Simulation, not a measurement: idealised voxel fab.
The following is a process module called voxel spacer lines.
For reference, the cross-section in this document is cut, with width 265 nm and square cells of 5 nm.
Cross-sections here: square-cell grids, written as top-down lists of bands, a band being one or more rows of cells. This entry defines a band. It first specifies the height of the band's top and the height of its bottom in nm, and then specifies the band's materials from left to right, stating each material with its width in nm. The word "throughout" identifies a single material that fills the band from edge to edge, while the word "empty" identifies empty space. We count height from 0. Below that, the starting wafer is all one material. The lowest band never ends at the bottom but goes on down; see "0 nm and below" for how that is written. Width: "30..40" (first number = top row, second number = bottom row, same change from row to row of cells). "left unchanged" -> step changed no cross-section cell. "Sealed void inventory": empty spaces of 8 cells or more with no open way to the top, each given as width x height at distance, distance from the left edge, all in nm. It should be noted that, on the line of a given step, the content following the step's settings is a remark produced by the simulator itself with respect to that step. On any step carrying a mask, the "overlay nm" setting, if present on the step's line, tells how far right of its planned place the mask lay; negative values point to the left.

These are the steps we planned for the process
step 1: RECEIVE,material Si
step 2: CONFORMAL_DEP,material Al2O3,thk nm 5
step 3: DIRECTIONAL_DEP,material W,thk nm 20
step 4: DIRECTIONAL_DEP,material polySi,thk nm 25
step 5: PATTERN,tone cover,mask id MANDREL,material resist,width nm 15,pitch nm 80,thk nm 30,overlay nm 0
step 6: DIRECTIONAL_ETCH,etch materials polySi,depth nm 25
step 7: STRIP,etch materials resist
step 8: CONFORMAL_DEP,material SiN,thk nm 15
step 9: DIRECTIONAL_ETCH,etch materials SiN,depth nm 15
step 10: STRIP,etch materials polySi
step 11: DIRECTIONAL_ETCH,etch materials W,depth nm 20
step 12: STRIP,etch materials SiN
step 13: FILL_DEP,material SiO2,thk nm 5
step 14: CMP,height nm 25
All wafers enter the flow in the same state. The width nm at step 5 differs from wafer to wafer, and the plan gives the value for the first wafer.

As-received state after step 1, first of several wafers, cross-section
	0 nm and below | Si throughout
	Sealed void inventory: none

Once step 14, the last step, is complete, the module is at its end; this is the cross-section of the first of several wafers
	25 nm to 5 nm | SiO2 (30), then W (15), then SiO2 (15), then W (15), then SiO2 (35), then W (15), then SiO2 (15), then W (15), then SiO2 (35), then W (15), then SiO2 (15), then W (15), then SiO2 (30)
	5 nm to 0 nm | Al2O3 throughout
	0 nm and below | Si throughout
	Sealed void inventory: none

Cross-section, module end, final of several wafers
	25 nm to 5 nm | SiO2 (20), then W (15), then SiO2 (40), then W (15), then SiO2 (10), then W (15), then SiO2 (40), then W (15), then SiO2 (10), then W (15), then SiO2 (40), then W (15), then SiO2 (15)
	5 nm to 0 nm | Al2O3 throughout
	0 nm and below | Si throughout
	Sealed void inventory: none

Each wafer at the end: cells of each material gained (+) or lost (-) since it was received, then its closed voids
width nm 15, +53 Al2O3, +140 SiO2, +72 W, Sealed void inventory: none
width nm 20, +53 Al2O3, +140 SiO2, +72 W, Sealed void inventory: none
width nm 25, +53 Al2O3, +140 SiO2, +72 W, Sealed void inventory: none
width nm 30, +53 Al2O3, +140 SiO2, +72 W, Sealed void inventory: none
width nm 35, +53 Al2O3, +140 SiO2, +72 W, Sealed void inventory: none
width nm 40, +53 Al2O3, +140 SiO2, +72 W, Sealed void inventory: none
